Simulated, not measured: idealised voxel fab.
process module | voxel released beams
cross-section cut | 290 nm wide | cells 5 nm
A cross-section is a grid of square cells, given in bands from the top down. A band is one or more rows of cells.
Each band's line starts with the height of the band's top and of its bottom, in nm. Then come its materials from left to right, each with its width in nm. One material with "throughout" fills the band from edge to edge. "air" is empty space.
Height 0 is the level under which the wafer as received is all one material. The lowest band goes on downwards, as in "0 down".
A width such as "30 to 40" changes by the same amount from each row of cells to the next, from the band's top row to its bottom row.
"no change" after a step means that no cell of the cross-section changed.
closed voids: empty space of 8 cells or more with no open way to the top, each as width x height at its distance from the left edge, in nm
after a step's settings: what the simulator itself notes on the step
overlay nm, on a step with a mask: how far to the right of its planned place the mask lay; to the left if negative
plan
1 op RECEIVE | material Si
2 op CONFORMAL_DEP | material SiN | thk nm 5
3 op DIRECTIONAL_DEP | material SiO2 | thk nm 10
4 op MASKED_ETCH | tone open | mask id ANCHOR | width nm 30 | etch materials SiO2 | depth nm 10 | overlay nm 0
5 op CONFORMAL_DEP | material TiN | thk nm 10
6 op MASKED_ETCH | tone cover | mask id BEAM | width nm 100 | etch materials TiN | depth nm 10 | overlay nm 0
7 op STRIP | etch materials SiO2
as received, after step 1
  0 down: Si throughout
  closed voids: none
first wafer at the end, as planned
  25 to 15: air 90 | TiN 15 | air 10 | TiN 75 | air 100
  15 to 5: air 95 | TiN 30 | air 165
  5 to 0: SiN throughout
  0 down: Si throughout
  closed voids: none
second wafer at the end: like start, like plan, one mistake
  25 to 15: air 90 | TiN 45 | air 155
  15 to 5: air 85 | TiN 10 | SiO2 30 | TiN 65 | air 100
  5 to 0: SiN throughout
  0 down: Si throughout
  closed voids: none
what went wrong: step 4 ran as: op MASKED_ETCH | tone cover | mask id ANCHOR | width nm 30 | etch materials SiO2 | depth nm 10 | overlay nm 0
at the end the second wafer has, in cells: 12 more of SiO2
